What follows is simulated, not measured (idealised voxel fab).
Module name: voxel gate over fins (process module)
Square cell edge 5 nm, section width 235 nm, ID cut.
Cross-section, as written here: a square-cell grid given band by band from the top down, where a band holds one or more rows of cells. Top, bottom (nm), then materials left to right with widths (nm); lone material tagged "throughout" fills the whole band edge to edge; "air" = empty space. Heights are expressed relative to 0, this being the level below which the as-received wafer comprises one material exclusively. The lowest band is unbounded in the downward direction and is denoted as in "from 0 down". Top row gets the first number, bottom row gets the second, and each row in between changes by the same step: that is how a band width like "30->40" works. Reading "no change occurred" for a step: not a cell of the cross-section changed in it. Listed in "Closed cavities": every empty space of 8 or more cells without an open way to the top. Form: width x height at distance, the distance being from the left edge, all in nm. after a step's settings: what the simulator itself notes on the step. overlay nm: on a step with a mask, how far right of its planned place the mask lay; negative means left.
Steps in the process plan:
1: RECEIVE (material Si)
2: CONFORMAL_DEP (material SiN; thk nm 10)
3: PATTERN (tone cover; mask id FINS; material resist; width nm 15; pitch nm 45; thk nm 20; overlay nm 0)
4: DIRECTIONAL_ETCH (etch materials SiN; depth nm 10)
5: DIRECTIONAL_ETCH (etch materials Si; depth nm 40)
6: STRIP (etch materials resist)
7: FILL_DEP (material SiO2; thk nm 5)
8: CMP (height nm 10)
9: SELECTIVE_ETCH (etch materials SiO2; depth nm 25)
10: STRIP (etch materials SiN)
11: CONFORMAL_DEP (material HfO2; thk nm 5)
12: CONFORMAL_DEP (material TiN; thk nm 5)
13: CONFORMAL_DEP (material TiAl; thk nm 5)
14: CONFORMAL_DEP (material TiN; thk nm 5)
15: FILL_DEP (material W; thk nm 15)
16: CMP (height nm 30)
17: CONFORMAL_DEP (material SiN; thk nm 5)
Cross-section of the wafer as it came to us, i.e., already through step 1:
    from 0 down: Si throughout
    Closed cavities: none
Cross-sectional result after module completion. Note: starting condition and plan are unchanged from above; one processing mistake was made:
    from 35 to 30: SiN throughout
    from 30 to 15: W throughout
    from 15 to 5: W 70 nm / TiN 90 nm / W 75 nm
    from 5 to 0: W 70 nm / TiN 10 nm / HfO2 25 nm / TiN 20 nm / HfO2 25 nm / TiN 10 nm / W 75 nm
    from 0 to -10: TiN 80 nm / HfO2 5 nm / Si 15 nm / HfO2 5 nm / TiN 20 nm / HfO2 5 nm / Si 15 nm / HfO2 5 nm / TiN 85 nm
    from -10 to -15: HfO2 85 nm / Si 15 nm / HfO2 30 nm / Si 15 nm / HfO2 90 nm
    from -15 to -40: SiO2 85 nm / Si 15 nm / SiO2 30 nm / Si 15 nm / SiO2 90 nm
    from -40 down: Si throughout
    Closed cavities: none
The mistake made against the process plan was this: the plan's step 13 went unexecuted, having been skipped
